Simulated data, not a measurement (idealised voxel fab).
Process module heading - voxel ribs on slabs
Each square cell in cross-section cut measures 5 nm, and the section as a whole is 175 nm wide.
The cross-sections in this document take the form of a grid made of square cells. They are written out as bands, in order from top to bottom. Each band consists of one or more rows of cells.
Within each band entry, the heights of the top and of the bottom of the band appear first, in that order and in nm; the materials of the band then follow from left to right, each with its corresponding width in nm. The designation "all across" on a single material indicates that it fills the band from edge to edge; the designation "empty" indicates empty space.
Beneath 0, the wafer as received is one material, and that level is where height counting begins. The lowest band goes on downward without a bottom; it is written like "from 0 down".
A width such as "30 to 40" changes by the same amount from each row of cells to the next, from the band's top row to its bottom row.
Where a step carries "left unchanged", the cross-section came out of it unchanged, cell for cell.
Empty spaces without an open route to the top, at least 8 cells in extent, make up the entry "Unvented cavities"; each is given as width x height at distance, where the distance is measured from the left edge, and all are in nm.
Whatever follows a step's settings on its line is a remark the simulator itself makes about that step.
A step's line can hold "overlay nm"; with a mask on that step, the setting says how far right of the planned place the mask lay, while a negative setting says it lay to the left.
### This section lists the process steps that were planned
1: RECEIVE | material Si
2: DIRECTIONAL_DEP | material SiO2 | thk nm 20
3: DIRECTIONAL_DEP | material polySi | thk nm 20
4: PATTERN | tone cover | mask id RIB | material resist | width nm 20 | thk nm 20 | overlay nm 0
5: DIRECTIONAL_ETCH | etch materials polySi | depth nm 10
6: STRIP | etch materials resist
7: MASKED_ETCH | tone cover | mask id SLAB | width nm 50 | etch materials polySi | depth nm 10 | overlay nm 0
8: FILL_DEP | material SiO2 | thk nm 25
9: CMP | height nm 60
10: DIRECTIONAL_DEP | material TiN | thk nm 5
11: MASKED_ETCH | tone cover | mask id HEATER | width nm 30 | etch materials TiN | depth nm 5 | overlay nm 0
12: CONFORMAL_DEP | material SiN | thk nm 5
### Received-state cross-section, reflecting completion of step 1
from 0 down  Si all across
Unvented cavities: none
### Here's the cross-section of the first of our two wafers at the end of the module - it ran as planned
from 70 to 65  empty 65 nm, SiN 40 nm, empty 70 nm
from 65 to 60  SiN 70 nm, TiN 30 nm, SiN 75 nm
from 60 to 40  SiO2 all across
from 40 to 30  SiO2 75 nm, polySi 20 nm, SiO2 80 nm
from 30 to 20  SiO2 60 nm, polySi 50 nm, SiO2 65 nm
from 20 to 0  SiO2 all across
from 0 down  Si all across
Unvented cavities: none
### Cross-section, second wafer: same start as the first, same plan as the first, one mistake in running it; taken at the end of the module
from 70 to 65  empty 65 nm, SiN 40 nm, empty 70 nm
from 65 to 60  SiN 70 nm, TiN 30 nm, SiN 75 nm
from 60 to 50  SiO2 75 nm, polySi 20 nm, SiO2 80 nm
from 50 to 40  SiO2 60 nm, polySi 50 nm, SiO2 65 nm
from 40 to 0  SiO2 all across
from 0 down  Si all across
Unvented cavities: none
Deviation from plan: in the plan, step 2 was performed twice
Cell counts per material: same on both final wafers. Positions: different.
